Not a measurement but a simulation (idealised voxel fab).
Documented hereafter: the process module known as voxel transistor to metal.
Square cell edge 5 nm, section width 160 nm, ID cut.
If you're reading a cross-section in this doc, picture square cells in a grid; it comes to you as bands, top ones listed first down to the bottom, and a band can be one or more rows of cells. In this notation a band is specified by the heights of its top and bottom, in that order and in nm, after which its materials appear from left to right, each paired with its width in nm. The word "throughout" attached to a single material means that material fills the band from edge to edge; the word "empty" stands for empty space. Below 0: as-received wafer, all one material; heights counted from there. Lowest band: no bottom, goes on down, written "top 0, no bottom". A width such as "30->40" changes by the same amount from each row of cells to the next, from the band's top row to its bottom row. Any step labelled "no alteration" changed none of the cells in the cross-section. Enclosed voids (no open way to top), threshold 8 cells or more, entry "Closed internal cavities", notation width x height at distance, distance from left edge, nm. If you see something after the settings on a step's line, that's the simulator's own remark about that step. "overlay nm" answers the question of how far to the right of plan the mask lay on a step that has a mask, and when it is negative the answer is to the left. Reading key. Pairs: pre-step and post-step cross-section, one process step apart; post-step view only to lowest changed band. Step between + settings: beneath pair. Runs: pairs may be from different runs of this module, same starting wafer. Continuation from pair above: only where "Pre-processing view" entry says.

# Pre-processing view
  top 70, bottom 65 | empty=20, then SiCN=30, then empty=55, then SiCN=30, then empty=25
  top 65, bottom 40 | empty=20, then SiCN=5, then W=20, then SiCN=5, then empty=55, then SiCN=5, then W=20, then SiCN=5, then empty=25
  top 40, bottom 35 | SiCN=25, then TiN=20, then SiCN=65, then TiN=20, then SiCN=30
  top 35, bottom 25 | SiO2=25, then TiN=5, then Ru=10, then TiN=5, then SiO2=65, then TiN=5, then Ru=10, then TiN=5, then SiO2=30
  top 25, bottom 5 | SiO2=25, then TiN=5, then Ru=10, then TiN=5, then SiO2=5, then SiN=10, then HfO2=5, then TiN=5, then W=15, then TiN=5, then HfO2=5, then SiN=10, then SiO2=5, then TiN=5, then Ru=10, then TiN=5, then SiO2=30
  top 5, bottom 0 | SiO2=25, then TiN=20, then SiO2=5, then SiN=10, then HfO2=5, then TiN=25, then HfO2=5, then SiN=10, then SiO2=5, then TiN=20, then SiO2=30
  top 0, bottom -5 | SiO2=10, then pSi=40, then SiO2=10, then HfO2=35, then SiO2=10, then pSi=40, then SiO2=15
  top -5, bottom -50 | SiO2=15, then Si=125, then SiO2=20
  top -50, no bottom | Si throughout
  Closed internal cavities: none

# As Processed
  top 80, bottom 70 | lowk throughout
  top 70, bottom 65 | lowk=20, then SiCN=30, then lowk=55, then SiCN=30, then lowk=25
  top 65, bottom 40 | lowk=20, then SiCN=5, then W=20, then SiCN=5, then lowk=55, then SiCN=5, then W=20, then SiCN=5, then lowk=25
  Under the height 40 nothing was changed.
  Closed internal cavities: none
The structure goes from the before cross-section above to the after cross-section through op FILL_DEP | material lowk | thk nm 10

Pre-processing view: see the after view in the pair directly above.

# As Processed
  top 65, bottom 40 | lowk=20, then SiCN=5, then W=20, then SiCN=5, then lowk=55, then SiCN=5, then W=20, then SiCN=5, then lowk=25
  Under the height 40 nothing was changed.
  Closed internal cavities: none
The structure goes from the before cross-section above to the after cross-section through op CMP | height nm 65

Pre-processing view: see the after view in the pair directly above.

# As Processed
  top 70, bottom 65 | SiCN throughout
  Under the height 65 nothing was changed.
  Closed internal cavities: none
The structure goes from the before cross-section above to the after cross-section through op CONFORMAL_DEP | material SiCN | thk nm 5

Pre-processing view: see the after view in the pair directly above.

# As Processed
  top 95, bottom 70 | SiO2 throughout
  Under the height 70 nothing was changed.
  Closed internal cavities: none
The structure goes from the before cross-section above to the after cross-section through op DIRECTIONAL_DEP | material SiO2 | thk nm 25

Pre-processing view: see the after view in the pair directly above.

# As Processed
  top 95, bottom 80 | SiO2=25, then empty=20, then SiO2=65, then empty=20, then SiO2=30
  Under the height 80 nothing was changed.
  Closed internal cavities: none
The structure goes from the before cross-section above to the after cross-section through op MASKED_ETCH | tone open | mask id METAL_2 | width nm 20 | pitch nm 85 | etch materials SiO2 | depth nm 15 | overlay nm 0

Pre-processing view: see the after view in the pair directly above.

# As Processed
  top 110, bottom 95 | aC=25, then empty=20, then aC=65, then empty=20, then aC=30
  top 95, bottom 80 | SiO2=25, then aC=20, then SiO2=65, then aC=20, then SiO2=30
  Under the height 80 nothing was changed.
  Closed internal cavities: none
The structure goes from the before cross-section above to the after cross-section through op DIRECTIONAL_DEP | material aC | thk nm 15

Pre-processing view: see the after view in the pair directly above.

# As Processed
  top 140, bottom 110 | resist=25, then empty=15, then resist=70, then empty=15, then resist=35
  top 110, bottom 95 | aC=25, then empty=15, then resist=5, then aC=65, then empty=15, then resist=5, then aC=30
  Under the height 95 nothing was changed.
  Closed internal cavities: none
The structure goes from the before cross-section above to the after cross-section through op PATTERN | tone open | mask id METAL_2_HOLES | material resist | width nm 15 | pitch nm 85 | thk nm 30 | overlay nm 0

Pre-processing view: see the after view in the pair directly above.

# As Processed
  top 125, bottom 110 | resist=25, then empty=15, then resist=70, then empty=15, then resist=35
  top 110, bottom 95 | aC=25, then empty=15, then resist=5, then aC=65, then empty=15, then resist=5, then aC=30
  top 95, bottom 80 | SiO2=25, then empty=15, then aC=5, then SiO2=65, then empty=15, then aC=5, then SiO2=30
  Under the height 80 nothing was changed.
  Closed internal cavities: none
The structure goes from the before cross-section above to the after cross-section through op DIRECTIONAL_ETCH | etch materials aC | depth nm 15

Pre-processing view: see the after view in the pair directly above.

# As Processed
  top 110, bottom 95 | aC=25, then empty=20, then aC=65, then empty=20, then aC=30
  Under the height 95 nothing was changed.
  Closed internal cavities: none
The structure goes from the before cross-section above to the after cross-section through op STRIP | etch materials resist

Pre-processing view: see the after view in the pair directly above.

# As Processed
  top 110, bottom 95 | aC=25, then empty=20, then aC=65, then empty=20, then aC=30
  top 95, bottom 80 | SiO2=25, then empty=15, then aC=5, then SiO2=65, then empty=15, then aC=5, then SiO2=30
  top 80, bottom 70 | SiO2=25, then empty=15, then SiO2=70, then empty=15, then SiO2=35
  Under the height 70 nothing was changed.
  Closed internal cavities: none
The structure goes from the before cross-section above to the after cross-section through op DIRECTIONAL_ETCH | etch materials SiO2 | depth nm 10

Pre-processing view: see the after view in the pair directly above.

# As Processed
  top 110, bottom 95 | aC=25, then empty=20, then aC=65, then empty=20, then aC=30
  top 95, bottom 80 | SiO2=25, then empty=15, then aC=5, then SiO2=65, then empty=15, then aC=5, then SiO2=30
  top 80, bottom 70 | SiO2=25, then empty=15, then SiO2=70, then empty=15, then SiO2=35
  top 70, bottom 65 | SiCN=25, then empty=15, then SiCN=70, then empty=15, then SiCN=35
  Under the height 65 nothing was changed.
  Closed internal cavities: none
The structure goes from the before cross-section above to the after cross-section through op DIRECTIONAL_ETCH | etch materials SiCN | depth nm 5

Pre-processing view: see the after view in the pair directly above.

# As Processed
  top 95, bottom 80 | SiO2=25, then empty=20, then SiO2=65, then empty=20, then SiO2=30
  Under the height 80 nothing was changed.
  Closed internal cavities: none
The structure goes from the before cross-section above to the after cross-section through op STRIP | etch materials aC

Pre-processing view: see the after view in the pair directly above.

# As Processed
  top 100, bottom 95 | TiN=30, then empty=10, then TiN=75, then empty=10, then TiN=35
  top 95, bottom 85 | SiO2=25, then TiN=5, then empty=10, then TiN=5, then SiO2=65, then TiN=5, then empty=10, then TiN=5, then SiO2=30
  top 85, bottom 80 | SiO2=25, then TiN=5, then empty=5, then TiN=10, then SiO2=65, then TiN=5, then empty=5, then TiN=10, then SiO2=30
  top 80, bottom 70 | SiO2=25, then TiN=5, then empty=5, then TiN=5, then SiO2=70, then TiN=5, then empty=5, then TiN=5, then SiO2=35
  top 70, bottom 65 | SiCN=25, then TiN=15, then SiCN=70, then TiN=15, then SiCN=35
  Under the height 65 nothing was changed.
  Closed internal cavities: none
The structure goes from the before cross-section above to the after cross-section through op CONFORMAL_DEP | material TiN | thk nm 5

Pre-processing view: see the after view in the pair directly above.

# As Processed
  top 105, bottom 100 | Cu throughout
  top 100, bottom 95 | TiN=30, then Cu=10, then TiN=75, then Cu=10, then TiN=35
  top 95, bottom 85 | SiO2=25, then TiN=5, then Cu=10, then TiN=5, then SiO2=65, then TiN=5, then Cu=10, then TiN=5, then SiO2=30
  top 85, bottom 80 | SiO2=25, then TiN=5, then Cu=5, then TiN=10, then SiO2=65, then TiN=5, then Cu=5, then TiN=10, then SiO2=30
  top 80, bottom 70 | SiO2=25, then TiN=5, then Cu=5, then TiN=5, then SiO2=70, then TiN=5, then Cu=5, then TiN=5, then SiO2=35
  Under the height 70 nothing was changed.
  Closed internal cavities: none
The structure goes from the before cross-section above to the after cross-section through op FILL_DEP | material Cu | thk nm 5

Pre-processing view: see the after view in the pair directly above.

# As Processed
  top 95, bottom 85 | SiO2=25, then TiN=5, then Cu=10, then TiN=5, then SiO2=65, then TiN=5, then Cu=10, then TiN=5, then SiO2=30
  Under the height 85 nothing was changed.
  Closed internal cavities: none
The structure goes from the before cross-section above to the after cross-section through op CMP | height nm 95

Pre-processing view: see the after view in the pair directly above.

# As Processed
  top 100, bottom 95 | SiCN throughout
  Under the height 95 nothing was changed.
  Closed internal cavities: none
The structure goes from the before cross-section above to the after cross-section through op CONFORMAL_DEP | material SiCN | thk nm 5

# Pre-processing view
  top 20, bottom 5 | empty=15, then SiN=125, then empty=20
  top 5, bottom 0 | SiO2 throughout
  top 0, bottom -25 | SiO2=15, then Si=125, then SiO2=20
  top -25, no bottom | Si throughout
  Closed internal cavities: none

# As Processed
  top 20, bottom 5 | empty=15, then SiN=125, then empty=20
  top 5, bottom 0 | empty=20, then SiO2=115, then empty=25
  Under the height 0 nothing was changed.
  Closed internal cavities: none
The structure goes from the before cross-section above to the after cross-section through op SELECTIVE_ETCH | etch materials SiO2 | depth nm 5

Pre-processing view: see the after view in the pair directly above.

# As Processed
  top 5, bottom 0 | empty=20, then SiO2=115, then empty=25
  Under the height 0 nothing was changed.
  Closed internal cavities: none
The structure goes from the before cross-section above to the after cross-section through op STRIP | etch materials SiN

Pre-processing view: see the after view in the pair directly above.

# As Processed
  top 5, bottom 0 | empty=20, then SiO2=115, then empty=25
  top 0, bottom -5 | SiO2=25, then Si=105, then SiO2=30
  Under the height -5 nothing was changed.
  Closed internal cavities: none
The structure goes from the before cross-section above to the after cross-section through op OXIDIZE | depth nm 5

Pre-processing view: see the after view in the pair directly above.

# As Processed
  top 35, bottom 30 | empty=20, then polySi=115, then empty=25
  top 30, bottom 5 | polySi throughout
  top 5, bottom 0 | polySi=20, then SiO2=115, then polySi=25
  Under the height 0 nothing was changed.
  Closed internal cavities: none
The structure goes from the before cross-section above to the after cross-section through op DIRECTIONAL_DEP | material polySi | thk nm 30

Pre-processing view: see the after view in the pair directly above.

# As Processed
  top 45, bottom 40 | empty=20, then SiCN=115, then empty=25
  top 40, bottom 35 | SiCN throughout
  top 35, bottom 30 | SiCN=20, then polySi=115, then SiCN=25
  Under the height 30 nothing was changed.
  Closed internal cavities: none
The structure goes from the before cross-section above to the after cross-section through op DIRECTIONAL_DEP | material SiCN | thk nm 10

Pre-processing view: see the after view in the pair directly above.

# As Processed
  top 55, bottom 50 | empty=20, then aC=115, then empty=25
  top 50, bottom 45 | aC throughout
  top 45, bottom 40 | aC=20, then SiCN=115, then aC=25
  Under the height 40 nothing was changed.
  Closed internal cavities: none
The structure goes from the before cross-section above to the after cross-section through op DIRECTIONAL_DEP | material aC | thk nm 10

Pre-processing view: see the after view in the pair directly above.

# As Processed
  top 80, bottom 55 | empty=65, then resist=25, then empty=70
  Under the height 55 nothing was changed.
  Closed internal cavities: none
The structure goes from the before cross-section above to the after cross-section through op PATTERN | tone cover | mask id GATE | material resist | width nm 25 | thk nm 25 | overlay nm 0

Pre-processing view: see the after view in the pair directly above.

# As Processed
  top 70, bottom 55 | empty=65, then resist=25, then empty=70
  top 55, bottom 45 | empty=65, then aC=25, then empty=70
  top 45, bottom 40 | empty=20, then SiCN=115, then empty=25
  Under the height 40 nothing was changed.
  Closed internal cavities: none
The structure goes from the before cross-section above to the after cross-section through op DIRECTIONAL_ETCH | etch materials aC | depth nm 10

Pre-processing view: see the after view in the pair directly above.

# As Processed
  top 55, bottom 45 | empty=65, then aC=25, then empty=70
  Under the height 45 nothing was changed.
  Closed internal cavities: none
The structure goes from the before cross-section above to the after cross-section through op STRIP | etch materials resist

Pre-processing view: see the after view in the pair directly above.

# As Processed
  top 55, bottom 45 | empty=65, then aC=25, then empty=70
  top 45, bottom 35 | empty=65, then SiCN=25, then empty=70
  top 35, bottom 30 | empty=20, then polySi=115, then empty=25
  Under the height 30 nothing was changed.
  Closed internal cavities: none
The structure goes from the before cross-section above to the after cross-section through op DIRECTIONAL_ETCH | etch materials SiCN | depth nm 20

Pre-processing view: see the after view in the pair directly above.

# As Processed
  top 55, bottom 45 | empty=65, then aC=25, then empty=70
  top 45, bottom 35 | empty=65, then SiCN=25, then empty=70
  top 35, bottom 5 | empty=65, then polySi=25, then empty=70
  top 5, bottom 0 | empty=20, then SiO2=115, then empty=25
  Under the height 0 nothing was changed.
  Closed internal cavities: none
The structure goes from the before cross-section above to the after cross-section through op DIRECTIONAL_ETCH | etch materials polySi | depth nm 40

Pre-processing view: see the after view in the pair directly above.

# As Processed
  top 45, bottom 35 | empty=65, then SiCN=25, then empty=70
  Under the height 35 nothing was changed.
  Closed internal cavities: none
The structure goes from the before cross-section above to the after cross-section through op STRIP | etch materials aC

Pre-processing view: see the after view in the pair directly above.

# As Processed
  top 50, bottom 45 | empty=60, then SiO2=35, then empty=65
  top 45, bottom 35 | empty=60, then SiO2=5, then SiCN=25, then SiO2=5, then empty=65
  top 35, bottom 10 | empty=60, then SiO2=5, then polySi=25, then SiO2=5, then empty=65
  top 10, bottom 5 | empty=15, then SiO2=50, then polySi=25, then SiO2=50, then empty=20
  top 5, bottom 0 | SiO2 throughout
  Under the height 0 nothing was changed.
  Closed internal cavities: none
The structure goes from the before cross-section above to the after cross-section through op CONFORMAL_DEP | material SiO2 | thk nm 5

Pre-processing view: see the after view in the pair directly above.

# As Processed
  top 45, bottom 35 | empty=60, then SiO2=5, then SiCN=25, then SiO2=5, then empty=65
  top 35, bottom 5 | empty=60, then SiO2=5, then polySi=25, then SiO2=5, then empty=65
  top 5, bottom 0 | empty=15, then SiO2=125, then empty=20
  Under the height 0 nothing was changed.
  Closed internal cavities: none
The structure goes from the before cross-section above to the after cross-section through op DIRECTIONAL_ETCH | etch materials SiO2 | depth nm 5

Pre-processing view: see the after view in the pair directly above.

# As Processed
  top 55, bottom 45 | empty=50, then SiN=55, then empty=55
  top 45, bottom 35 | empty=50, then SiN=10, then SiO2=5, then SiCN=25, then SiO2=5, then SiN=10, then empty=55
  top 35, bottom 15 | empty=50, then SiN=10, then SiO2=5, then polySi=25, then SiO2=5, then SiN=10, then empty=55
  top 15, bottom 10 | empty=5, then SiN=55, then SiO2=5, then polySi=25, then SiO2=5, then SiN=55, then empty=10
  top 10, bottom 5 | SiN=60, then SiO2=5, then polySi=25, then SiO2=5, then SiN=65
  top 5, bottom 0 | SiN=15, then SiO2=125, then SiN=20
  Under the height 0 nothing was changed.
  Closed internal cavities: none
The structure goes from the before cross-section above to the after cross-section through op CONFORMAL_DEP | material SiN | thk nm 10

Pre-processing view: see the after view in the pair directly above.

# As Processed
  top 45, bottom 35 | empty=50, then SiN=10, then SiO2=5, then SiCN=25, then SiO2=5, then SiN=10, then empty=55
  top 35, bottom 5 | empty=50, then SiN=10, then SiO2=5, then polySi=25, then SiO2=5, then SiN=10, then empty=55
  top 5, bottom 0 | empty=5, then SiN=10, then SiO2=125, then SiN=10, then empty=10
  Under the height 0 nothing was changed.
  Closed internal cavities: none
The structure goes from the before cross-section above to the after cross-section through op DIRECTIONAL_ETCH | etch materials SiN | depth nm 10

Pre-processing view: see the after view in the pair directly above.

# As Processed
  top 45, bottom 40 | empty=50, then SiN=10, then empty=5, then SiCN=25, then empty=5, then SiN=10, then empty=55
  top 40, bottom 35 | empty=50, then SiN=10, then SiO2=5, then SiCN=25, then SiO2=5, then SiN=10, then empty=55
  top 35, bottom 5 | empty=50, then SiN=10, then SiO2=5, then polySi=25, then SiO2=5, then SiN=10, then empty=55
  top 5, bottom 0 | empty=5, then SiN=10, then empty=35, then SiO2=55, then empty=35, then SiN=10, then empty=10
  top 0, bottom -5 | empty=5, then SiO2=20, then Si=105, then SiO2=20, then empty=10
  Under the height -5 nothing was changed.
  Closed internal cavities: none
The structure goes from the before cross-section above to the after cross-section through op DIRECTIONAL_ETCH | etch materials SiO2 | depth nm 5

Pre-processing view: see the after view in the pair directly above.

# As Processed
  top 45, bottom 40 | empty=50, then SiN=10, then empty=5, then SiCN=25, then empty=5, then SiN=10, then empty=55
  top 40, bottom 35 | empty=50, then SiN=10, then SiO2=5, then SiCN=25, then SiO2=5, then SiN=10, then empty=55
  top 35, bottom 5 | empty=50, then SiN=10, then SiO2=5, then polySi=25, then SiO2=5, then SiN=10, then empty=55
  top 5, bottom 0 | empty=5, then SiN=10, then empty=5, then pSi=30, then SiO2=55, then pSi=30, then empty=5, then SiN=10, then empty=10
  Under the height 0 nothing was changed.
  Closed internal cavities: none
The structure goes from the before cross-section above to the after cross-section through op EPI | material pSi | thk nm 5

Pre-processing view: see the after view in the pair directly above.

# As Processed
  top 55, bottom 45 | SiO2 throughout
  top 45, bottom 35 | SiO2=50, then SiN=10, then SiO2=5, then SiCN=25, then SiO2=5, then SiN=10, then SiO2=55
  top 35, bottom 5 | SiO2=50, then SiN=10, then SiO2=5, then polySi=25, then SiO2=5, then SiN=10, then SiO2=55
  top 5, bottom 0 | SiO2=5, then SiN=10, then SiO2=5, then pSi=30, then SiO2=55, then pSi=30, then SiO2=5, then SiN=10, then SiO2=10
  top 0, bottom -5 | SiO2=25, then Si=105, then SiO2=30
  Under the height -5 nothing was changed.
  Closed internal cavities: none
The structure goes from the before cross-section above to the after cross-section through op FILL_DEP | material SiO2 | thk nm 10

Pre-processing view: see the after view in the pair directly above.

# As Processed
  top 30, bottom 5 | SiO2=50, then SiN=10, then SiO2=5, then polySi=25, then SiO2=5, then SiN=10, then SiO2=55
  Under the height 5 nothing was changed.
  Closed internal cavities: none
The structure goes from the before cross-section above to the after cross-section through op CMP | height nm 30

Pre-processing view: see the after view in the pair directly above.

# As Processed
  top 30, bottom 5 | SiO2=50, then SiN=10, then SiO2=5, then empty=25, then SiO2=5, then SiN=10, then SiO2=55
  Under the height 5 nothing was changed.
  Closed internal cavities: none
The structure goes from the before cross-section above to the after cross-section through op STRIP | etch materials polySi

Pre-processing view: see the after view in the pair directly above.

# As Processed
  top 30, bottom 25 | empty=50, then SiN=10, then empty=35, then SiN=10, then empty=55
  top 25, bottom 5 | SiO2=50, then SiN=10, then empty=35, then SiN=10, then SiO2=55
  top 5, bottom 0 | SiO2=5, then SiN=10, then SiO2=5, then pSi=30, then SiO2=10, then empty=35, then SiO2=10, then pSi=30, then SiO2=5, then SiN=10, then SiO2=10
  Under the height 0 nothing was changed.
  Closed internal cavities: none
The structure goes from the before cross-section above to the after cross-section through op SELECTIVE_ETCH | etch materials SiO2 | depth nm 5

Pre-processing view: see the after view in the pair directly above.

# As Processed
  top 35, bottom 30 | empty=45, then HfO2=20, then empty=25, then HfO2=20, then empty=50
  top 30, bottom 25 | HfO2=50, then SiN=10, then HfO2=5, then empty=25, then HfO2=5, then SiN=10, then HfO2=55
  top 25, bottom 5 | SiO2=50, then SiN=10, then HfO2=5, then empty=25, then HfO2=5, then SiN=10, then SiO2=55
  top 5, bottom 0 | SiO2=5, then SiN=10, then SiO2=5, then pSi=30, then SiO2=10, then HfO2=35, then SiO2=10, then pSi=30, then SiO2=5, then SiN=10, then SiO2=10
  Under the height 0 nothing was changed.
  Closed internal cavities: none
The structure goes from the before cross-section above to the after cross-section through op CONFORMAL_DEP | material HfO2 | thk nm 5

Pre-processing view: see the after view in the pair directly above.

# As Processed
  top 40, bottom 35 | empty=40, then TiN=30, then empty=15, then TiN=30, then empty=45
  top 35, bottom 30 | TiN=45, then HfO2=20, then TiN=5, then empty=15, then TiN=5, then HfO2=20, then TiN=50
  top 30, bottom 25 | HfO2=50, then SiN=10, then HfO2=5, then TiN=5, then empty=15, then TiN=5, then HfO2=5, then SiN=10, then HfO2=55
  top 25, bottom 10 | SiO2=50, then SiN=10, then HfO2=5, then TiN=5, then empty=15, then TiN=5, then HfO2=5, then SiN=10, then SiO2=55
  top 10, bottom 5 | SiO2=50, then SiN=10, then HfO2=5, then TiN=25, then HfO2=5, then SiN=10, then SiO2=55
  Under the height 5 nothing was changed.
  Closed internal cavities: none
The structure goes from the before cross-section above to the after cross-section through op CONFORMAL_DEP | material TiN | thk nm 5

Pre-processing view: see the after view in the pair directly above.

# As Processed
  top 45, bottom 40 | W throughout
  top 40, bottom 35 | W=40, then TiN=30, then W=15, then TiN=30, then W=45
  top 35, bottom 30 | TiN=45, then HfO2=20, then TiN=5, then W=15, then TiN=5, then HfO2=20, then TiN=50
  top 30, bottom 25 | HfO2=50, then SiN=10, then HfO2=5, then TiN=5, then W=15, then TiN=5, then HfO2=5, then SiN=10, then HfO2=55
  top 25, bottom 10 | SiO2=50, then SiN=10, then HfO2=5, then TiN=5, then W=15, then TiN=5, then HfO2=5, then SiN=10, then SiO2=55
  Under the height 10 nothing was changed.
  Closed internal cavities: none
The structure goes from the before cross-section above to the after cross-section through op FILL_DEP | material W | thk nm 5

Pre-processing view: see the after view in the pair directly above.

# As Processed
  top 25, bottom 10 | SiO2=50, then SiN=10, then HfO2=5, then TiN=5, then W=15, then TiN=5, then HfO2=5, then SiN=10, then SiO2=55
  Under the height 10 nothing was changed.
  Closed internal cavities: none
The structure goes from the before cross-section above to the after cross-section through op CMP | height nm 25

Pre-processing view: see the after view in the pair directly above.

# As Processed
  top 35, bottom 25 | SiO2 throughout
  Under the height 25 nothing was changed.
  Closed internal cavities: none
The structure goes from the before cross-section above to the after cross-section through op DIRECTIONAL_DEP | material SiO2 | thk nm 10

Pre-processing view: see the after view in the pair directly above.

# As Processed
  top 55, bottom 35 | resist=25, then empty=20, then resist=65, then empty=20, then resist=30
  Under the height 35 nothing was changed.
  Closed internal cavities: none
The structure goes from the before cross-section above to the after cross-section through op PATTERN | tone open | mask id CONTACT | material resist | width nm 20 | pitch nm 85 | thk nm 20 | overlay nm 0

Pre-processing view: see the after view in the pair directly above.

# As Processed
  top 55, bottom 35 | resist=25, then empty=20, then resist=65, then empty=20, then resist=30
  top 35, bottom 25 | SiO2=25, then empty=20, then SiO2=65, then empty=20, then SiO2=30
  top 25, bottom 10 | SiO2=25, then empty=20, then SiO2=5, then SiN=10, then HfO2=5, then TiN=5, then W=15, then TiN=5, then HfO2=5, then SiN=10, then SiO2=5, then empty=20, then SiO2=30
  top 10, bottom 5 | SiO2=25, then empty=20, then SiO2=5, then SiN=10, then HfO2=5, then TiN=25, then HfO2=5, then SiN=10, then SiO2=5, then empty=20, then SiO2=30
  Under the height 5 nothing was changed.
  Closed internal cavities: none
The structure goes from the before cross-section above to the after cross-section through op DIRECTIONAL_ETCH | etch materials SiO2 | depth nm 35

Pre-processing view: see the after view in the pair directly above.

# As Processed
  top 35, bottom 25 | SiO2=25, then empty=20, then SiO2=65, then empty=20, then SiO2=30
  Under the height 25 nothing was changed.
  Closed internal cavities: none
The structure goes from the before cross-section above to the after cross-section through op STRIP | etch materials resist

Pre-processing view: see the after view in the pair directly above.

# As Processed
  top 40, bottom 35 | TiN=30, then empty=10, then TiN=75, then empty=10, then TiN=35
  top 35, bottom 25 | SiO2=25, then TiN=5, then empty=10, then TiN=5, then SiO2=65, then TiN=5, then empty=10, then TiN=5, then SiO2=30
  top 25, bottom 10 | SiO2=25, then TiN=5, then empty=10, then TiN=5, then SiO2=5, then SiN=10, then HfO2=5, then TiN=5, then W=15, then TiN=5, then HfO2=5, then SiN=10, then SiO2=5, then TiN=5, then empty=10, then TiN=5, then SiO2=30
  top 10, bottom 5 | SiO2=25, then TiN=20, then SiO2=5, then SiN=10, then HfO2=5, then TiN=25, then HfO2=5, then SiN=10, then SiO2=5, then TiN=20, then SiO2=30
  Under the height 5 nothing was changed.
  Closed internal cavities: none
The structure goes from the before cross-section above to the after cross-section through op CONFORMAL_DEP | material TiN | thk nm 5

Pre-processing view: see the after view in the pair directly above.

# As Processed
  top 45, bottom 40 | Ru throughout
  top 40, bottom 35 | TiN=30, then Ru=10, then TiN=75, then Ru=10, then TiN=35
  top 35, bottom 25 | SiO2=25, then TiN=5, then Ru=10, then TiN=5, then SiO2=65, then TiN=5, then Ru=10, then TiN=5, then SiO2=30
  top 25, bottom 10 | SiO2=25, then TiN=5, then Ru=10, then TiN=5, then SiO2=5, then SiN=10, then HfO2=5, then TiN=5, then W=15, then TiN=5, then HfO2=5, then SiN=10, then SiO2=5, then TiN=5, then Ru=10, then TiN=5, then SiO2=30
  Under the height 10 nothing was changed.
  Closed internal cavities: none
The structure goes from the before cross-section above to the after cross-section through op FILL_DEP | material Ru | thk nm 5

Pre-processing view: see the after view in the pair directly above.

# As Processed
  top 35, bottom 25 | SiO2=25, then TiN=5, then Ru=10, then TiN=5, then SiO2=65, then TiN=5, then Ru=10, then TiN=5, then SiO2=30
  Under the height 25 nothing was changed.
  Closed internal cavities: none
The structure goes from the before cross-section above to the after cross-section through op CMP | height nm 35

Pre-processing view: see the after view in the pair directly above.

# As Processed
  top 40, bottom 35 | TiN throughout
  Under the height 35 nothing was changed.
  Closed internal cavities: none
The structure goes from the before cross-section above to the after cross-section through op DIRECTIONAL_DEP | material TiN | thk nm 5

Pre-processing view: see the after view in the pair directly above.

# As Processed
  top 65, bottom 40 | W throughout
  Under the height 40 nothing was changed.
  Closed internal cavities: none
The structure goes from the before cross-section above to the after cross-section through op DIRECTIONAL_DEP | material W | thk nm 25

Pre-processing view: see the after view in the pair directly above.

# As Processed
  top 65, bottom 40 | empty=25, then W=20, then empty=65, then W=20, then empty=30
  Under the height 40 nothing was changed.
  Closed internal cavities: none
The structure goes from the before cross-section above to the after cross-section through op MASKED_ETCH | tone cover | mask id METAL_1 | width nm 20 | pitch nm 85 | etch materials W | depth nm 25 | overlay nm 0

Pre-processing view: see the after view in the pair directly above.

# As Processed
  top 65, bottom 40 | empty=25, then W=20, then empty=65, then W=20, then empty=30
  top 40, bottom 35 | empty=25, then TiN=20, then empty=65, then TiN=20, then empty=30
  Under the height 35 nothing was changed.
  Closed internal cavities: none
The structure goes from the before cross-section above to the after cross-section through op MASKED_ETCH | tone cover | mask id METAL_1 | width nm 20 | pitch nm 85 | etch materials TiN | depth nm 5 | overlay nm 0

Pre-processing view: see the after view in the pair directly above.

# As Processed
  top 70, bottom 65 | empty=20, then SiCN=30, then empty=55, then SiCN=30, then empty=25
  top 65, bottom 40 | empty=20, then SiCN=5, then W=20, then SiCN=5, then empty=55, then SiCN=5, then W=20, then SiCN=5, then empty=25
  top 40, bottom 35 | SiCN=25, then TiN=20, then SiCN=65, then TiN=20, then SiCN=30
  Under the height 35 nothing was changed.
  Closed internal cavities: none
The structure goes from the before cross-section above to the after cross-section through op CONFORMAL_DEP | material SiCN | thk nm 5

Pre-processing view: see the after view in the pair directly above.

# As Processed
  top 80, bottom 70 | lowk throughout
  top 70, bottom 65 | lowk=20, then SiCN=30, then lowk=55, then SiCN=30, then lowk=25
  top 65, bottom 40 | lowk=20, then SiCN=5, then W=20, then SiCN=5, then lowk=55, then SiCN=5, then W=20, then SiCN=5, then lowk=25
  Under the height 40 nothing was changed.
  Closed internal cavities: none
The structure goes from the before cross-section above to the after cross-section through op FILL_DEP | material lowk | thk nm 10

Pre-processing view: see the after view in the pair directly above.

# As Processed
  top 65, bottom 40 | lowk=20, then SiCN=5, then W=20, then SiCN=5, then lowk=55, then SiCN=5, then W=20, then SiCN=5, then lowk=25
  Under the height 40 nothing was changed.
  Closed internal cavities: none
The structure goes from the before cross-section above to the after cross-section through op CMP | height nm 65

Pre-processing view: see the after view in the pair directly above.

# As Processed
  top 70, bottom 65 | SiCN throughout
  Under the height 65 nothing was changed.
  Closed internal cavities: none
The structure goes from the before cross-section above to the after cross-section through op CONFORMAL_DEP | material SiCN | thk nm 5

Pre-processing view: see the after view in the pair directly above.

# As Processed
  top 95, bottom 70 | SiO2 throughout
  Under the height 70 nothing was changed.
  Closed internal cavities: none
The structure goes from the before cross-section above to the after cross-section through op DIRECTIONAL_DEP | material SiO2 | thk nm 25

Pre-processing view: see the after view in the pair directly above.

# As Processed
  top 95, bottom 80 | SiO2=25, then empty=20, then SiO2=65, then empty=20, then SiO2=30
  Under the height 80 nothing was changed.
  Closed internal cavities: none
The structure goes from the before cross-section above to the after cross-section through op MASKED_ETCH | tone open | mask id METAL_2 | width nm 20 | pitch nm 85 | etch materials SiO2 | depth nm 15 | overlay nm 0

Pre-processing view: see the after view in the pair directly above.

# As Processed
  top 110, bottom 95 | aC=25, then empty=20, then aC=65, then empty=20, then aC=30
  top 95, bottom 80 | SiO2=25, then aC=20, then SiO2=65, then aC=20, then SiO2=30
  Under the height 80 nothing was changed.
  Closed internal cavities: none
The structure goes from the before cross-section above to the after cross-section through op DIRECTIONAL_DEP | material aC | thk nm 15

Pre-processing view: see the after view in the pair directly above.

# As Processed
  top 140, bottom 110 | resist=25, then empty=15, then resist=70, then empty=15, then resist=35
  top 110, bottom 95 | aC=25, then empty=15, then resist=5, then aC=65, then empty=15, then resist=5, then aC=30
  Under the height 95 nothing was changed.
  Closed internal cavities: none
The structure goes from the before cross-section above to the after cross-section through op PATTERN | tone open | mask id METAL_2_HOLES | material resist | width nm 15 | pitch nm 85 | thk nm 30 | overlay nm 0

Pre-processing view: see the after view in the pair directly above.

# As Processed
  top 125, bottom 110 | resist=25, then empty=15, then resist=70, then empty=15, then resist=35
  top 110, bottom 95 | aC=25, then empty=15, then resist=5, then aC=65, then empty=15, then resist=5, then aC=30
  top 95, bottom 80 | SiO2=25, then empty=15, then aC=5, then SiO2=65, then empty=15, then aC=5, then SiO2=30
  Under the height 80 nothing was changed.
  Closed internal cavities: none
The structure goes from the before cross-section above to the after cross-section through op DIRECTIONAL_ETCH | etch materials aC | depth nm 15
